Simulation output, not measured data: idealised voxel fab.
Title: Process Module voxel wiring stack
cross-section cut | 260 nm wide | cells 5 nm
Bands, listed from the top down, are how a cross-section gets written in this document; the cross-section itself is a grid of square cells, and a band is one or more rows of them. Within each band entry, the heights of the top and of the bottom of the band appear first, in that order and in nm; the materials of the band then follow from left to right, each with its corresponding width in nm. The designation "all across" on a single material indicates that it fills the band from edge to edge; the designation "air" indicates empty space. Measure heights from 0. That's the level where, below it, the as-received wafer is all one material. The lowest band is bottomless and extends downward; write it as in "from 0 down". Per-row width for "30->40": begins at first number (top row of band), ends at second number (bottom row), increment between rows held constant. "no change" after a step means that no cell of the cross-section changed. Look at "Enclosed void entries" for the closed voids: empty spaces with no open path to the top, sized 8 cells or up. Each is width x height at distance, distance from the left edge, all nm. after a step's settings: what the simulator itself notes on the step. On any step carrying a mask, the "overlay nm" setting, if present on the step's line, tells how far right of its planned place the mask lay; negative values point to the left.

These are the steps we planned for the process
1: RECEIVE: material Si
2: CONFORMAL_DEP: material SiO2, thk nm 10
3: CONFORMAL_DEP: material SiN, thk nm 5
4: DIRECTIONAL_DEP: material lowk, thk nm 20
5: PATTERN: tone open, mask id METAL_1, material resist, width nm 20, pitch nm 40, thk nm 15, overlay nm 0
6: DIRECTIONAL_ETCH: etch materials lowk, depth nm 20
7: DIRECTIONAL_ETCH: etch materials SiN, depth nm 5
8: STRIP: etch materials resist
9: CONFORMAL_DEP: material TiN, thk nm 5
10: FILL_DEP: material Cu, thk nm 10
11: CMP: height nm 35
12: EPI: material Ru, thk nm 5
13: FILL_DEP: material SiCN, thk nm 5
14: DIRECTIONAL_DEP: material SiO2, thk nm 15
15: MASKED_ETCH: tone open, mask id PLUG_1, width nm 15, pitch nm 40, etch materials SiO2, depth nm 15, overlay nm 0
16: MASKED_ETCH: tone open, mask id PLUG_1, width nm 15, pitch nm 40, etch materials SiCN, depth nm 5, overlay nm 0
17: EPI: material Ru, thk nm 10
18: EPI: material Ru, thk nm 10
19: CONFORMAL_DEP: material SiN, thk nm 5
20: DIRECTIONAL_DEP: material SiO2, thk nm 25
21: PATTERN: tone open, mask id METAL_2, material resist, width nm 20, pitch nm 40, thk nm 15, overlay nm 0
22: DIRECTIONAL_ETCH: etch materials SiO2, depth nm 25
23: DIRECTIONAL_ETCH: etch materials SiN, depth nm 5
24: STRIP: etch materials resist
25: CONFORMAL_DEP: material TiN, thk nm 5
26: FILL_DEP: material W, thk nm 5
27: CMP: height nm 90
28: EPI: material Ru, thk nm 5
29: FILL_DEP: material SiCN, thk nm 5
30: DIRECTIONAL_DEP: material lowk, thk nm 35
31: MASKED_ETCH: tone open, mask id METAL_3, width nm 20, pitch nm 40, etch materials lowk, depth nm 20, overlay nm 0
32: DIRECTIONAL_DEP: material aC, thk nm 15
33: PATTERN: tone open, mask id METAL_3_HOLES, material resist, width nm 15, pitch nm 80, thk nm 35, overlay nm 0
34: DIRECTIONAL_ETCH: etch materials aC, depth nm 5
35: STRIP: etch materials resist
36: DIRECTIONAL_ETCH: etch materials lowk, depth nm 15
37: DIRECTIONAL_ETCH: etch materials SiCN, depth nm 5
38: STRIP: etch materials aC
39: CONFORMAL_DEP: material TiN, thk nm 5
40: FILL_DEP: material Ru, thk nm 10
41: CMP: height nm 135
42: CONFORMAL_DEP: material SiCN, thk nm 5
The depth nm used in step 34 is not the same on every wafer, whereas the starting condition is; the value printed in the plan is the first wafer's.

As-received cross-section, first of several wafers, post step 1
from 0 down | Si all across
Enclosed void entries: none

Below: a row per wafer. Contents at end of module: for every material, cells gained since receipt (+) or lost since receipt (-); then closed voids
depth nm 5 | +32 Cu | +120 Ru | +200 SiCN | +72 SiN | +404 SiO2 | +144 TiN | +40 W | +444 lowk | Enclosed void entries: none
depth nm 10 | +32 Cu | +120 Ru | +200 SiCN | +72 SiN | +404 SiO2 | +144 TiN | +40 W | +444 lowk | Enclosed void entries: none
depth nm 15 | +32 Cu | +128 Ru | +194 SiCN | +72 SiN | +404 SiO2 | +160 TiN | +40 W | +426 lowk | Enclosed void entries: none
depth nm 20 | +32 Cu | +128 Ru | +194 SiCN | +72 SiN | +404 SiO2 | +160 TiN | +40 W | +426 lowk | Enclosed void entries: none
depth nm 25 | +32 Cu | +128 Ru | +194 SiCN | +72 SiN | +404 SiO2 | +160 TiN | +40 W | +426 lowk | Enclosed void entries: none
depth nm 30 | +32 Cu | +128 Ru | +194 SiCN | +72 SiN | +404 SiO2 | +160 TiN | +40 W | +426 lowk | Enclosed void entries: none
